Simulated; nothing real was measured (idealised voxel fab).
process module | voxel released beams
cross-section cut | 245 nm wide | cells 5 nm
A cross-section is a grid of square cells, given in bands from the top down. A band is one or more rows of cells.
Each band's line starts with the height of the band's top and of its bottom, in nm. Then come its materials from left to right, each with its width in nm. One material with "throughout" fills the band from edge to edge. "air" is empty space.
Height 0 is the level under which the wafer as received is all one material. The lowest band goes on downwards, as in "0 down".
A width such as "30 to 40" changes by the same amount from each row of cells to the next, from the band's top row to its bottom row.
"no change" after a step means that no cell of the cross-section changed.
closed voids: empty space of 8 cells or more with no open way to the top, each as width x height at its distance from the left edge, in nm
after a step's settings: what the simulator itself notes on the step
overlay nm, on a step with a mask: how far to the right of its planned place the mask lay; to the left if negative
plan
1 op RECEIVE | material Si
2 op CONFORMAL_DEP | material Al2O3 | thk nm 5
3 op DIRECTIONAL_DEP | material SiO2 | thk nm 15
4 op PATTERN | tone open | mask id ANCHOR | material resist | width nm 45 | thk nm 15 | overlay nm 0
5 op DIRECTIONAL_ETCH | etch materials SiO2 | depth nm 15
6 op STRIP | etch materials resist
7 op CONFORMAL_DEP | material W | thk nm 15
8 op PATTERN | tone cover | mask id BEAM | material resist | width nm 105 | thk nm 20 | overlay nm 0
9 op DIRECTIONAL_ETCH | etch materials W | depth nm 15
10 op STRIP | etch materials resist
11 op STRIP | etch materials SiO2
first wafer, as planned
as received, after step 1
  0 down: Si throughout
  closed voids: none
after step 2
  5 to 0: Al2O3 throughout
  below 0: unchanged
after step 3
  20 to 5: SiO2 throughout
  below 5: unchanged
after step 4
  35 to 20: resist 70 | air 45 | resist 130
  below 20: unchanged
after step 5
  35 to 20: resist 70 | air 45 | resist 130
  20 to 5: SiO2 70 | air 45 | SiO2 130
  below 5: unchanged
after step 6
  20 to 5: SiO2 70 | air 45 | SiO2 130
  below 5: unchanged
after step 7
  35 to 20: W 85 | air 15 | W 145
  20 to 5: SiO2 70 | W 45 | SiO2 130
  below 5: unchanged
after step 8
  55 to 35: air 65 | resist 105 | air 75
  35 to 20: W 85 | resist 15 | W 145
  below 20: unchanged
after step 9
  55 to 35: air 65 | resist 105 | air 75
  35 to 20: air 65 | W 20 | resist 15 | W 70 | air 75
  below 20: unchanged
after step 10
  35 to 20: air 65 | W 20 | air 15 | W 70 | air 75
  below 20: unchanged
after step 11
  35 to 20: air 65 | W 20 | air 15 | W 70 | air 75
  20 to 5: air 70 | W 45 | air 130
  below 5: unchanged
second wafer: like start, like plan, one mistake. Through step 3 it matches the first wafer
when step 4 should have ended
  35 to 20: air 70 | resist 45 | air 130
  below 20: unchanged
when step 5 should have ended
  35 to 20: air 70 | resist 45 | air 130
  20 to 5: air 70 | SiO2 45 | air 130
  below 5: unchanged
when step 6 should have ended
  20 to 5: air 70 | SiO2 45 | air 130
  below 5: unchanged
when step 7 should have ended
  35 to 20: air 55 | W 75 | air 115
  20 to 5: W 70 | SiO2 45 | W 130
  below 5: unchanged
when step 8 should have ended
  55 to 35: air 65 | resist 105 | air 75
  35 to 20: air 55 | W 75 | resist 40 | air 75
  below 20: unchanged
when step 9 should have ended
  55 to 35: air 65 | resist 105 | air 75
  35 to 20: air 65 | W 65 | resist 40 | air 75
  20 to 5: air 55 | W 15 | SiO2 45 | W 55 | air 75
  below 5: unchanged
when step 10 should have ended
  35 to 20: air 65 | W 65 | air 115
  below 20: unchanged
when step 11 should have ended: no change
what went wrong: step 4 ran as: op PATTERN | tone cover | mask id ANCHOR | material resist | width nm 45 | thk nm 15 | overlay nm 0
at the end the second wafer has, in cells: 27 more of SiO2
